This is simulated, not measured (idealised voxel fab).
Process module name: voxel local oxidation
Each square cell in cross-section cut measures 5 nm, and the section as a whole is 175 nm wide.
Cross-section, as written here: a square-cell grid given band by band from the top down, where a band holds one or more rows of cells. Within each band entry, the heights of the top and of the bottom of the band appear first, in that order and in nm; the materials of the band then follow from left to right, each with its corresponding width in nm. The designation "full width" on a single material indicates that it fills the band from edge to edge; the designation "blank" indicates empty space. Where do heights start? At 0: under that level the wafer as delivered is made of one material only. And the lowest band has no floor; it just carries on downward, as in "0 nm and below". Width: "30 to 40" (first number = top row, second number = bottom row, same change from row to row of cells). It should be understood that the words "no change", when stated for a given step, signify that the cross-section underwent no change in any of its cells during that step. You'll see "Voids, fully enclosed" listing empty spaces that have no way open to the top, as long as they're 8 cells or more; the notation is width x height at distance, where the distance is from the left edge, and all of it is in nm. Anything after a step's settings on that line? It's the simulator's own note about the step. "overlay nm" answers the question of how far to the right of plan the mask lay on a step that has a mask, and when it is negative the answer is to the left.
Here's what the planned process steps look like:
step 1: op RECEIVE | material Si
step 2: op OXIDIZE | depth nm 5
step 3: op CONFORMAL_DEP | material SiN | thk nm 10
step 4: op PATTERN | tone cover | mask id ACTIVE | material resist | width nm 130 | thk nm 15 | overlay nm 0
step 5: op DIRECTIONAL_ETCH | etch materials SiN | depth nm 10
step 6: op STRIP | etch materials resist
step 7: op SELECTIVE_ETCH | etch materials SiO2 | depth nm 5
step 8: op OXIDIZE | depth nm 10
step 9: op STRIP | etch materials SiN
Cross-section of the incoming wafer, state after step 1:
- 0 nm and below | Si full width
- Voids, fully enclosed: none
End-of-module cross-section of the first of two wafers, processed as planned:
- 0 nm to -5 nm | blank (25), then SiO2 (120), then blank (30)
- -5 nm to -15 nm | SiO2 (35), then Si (100), then SiO2 (40)
- -15 nm and below | Si full width
- Voids, fully enclosed: none
This cross-section belongs to the second wafer of two at the end of the module; the start and the plan were shared with the first, and the run included one mistake:
- 5 nm to -5 nm | SiO2 full width
- -5 nm and below | Si full width
- Voids, fully enclosed: none
Error vs. plan: step 3 ran with different settings than intended, the actual operation and settings being op CONFORMAL_DEP | material SiO2 | thk nm 10
Bottom line after processing is that, in cells, the second wafer is up or down on some materials versus the first: 30 more of Si, 16 more of SiO2
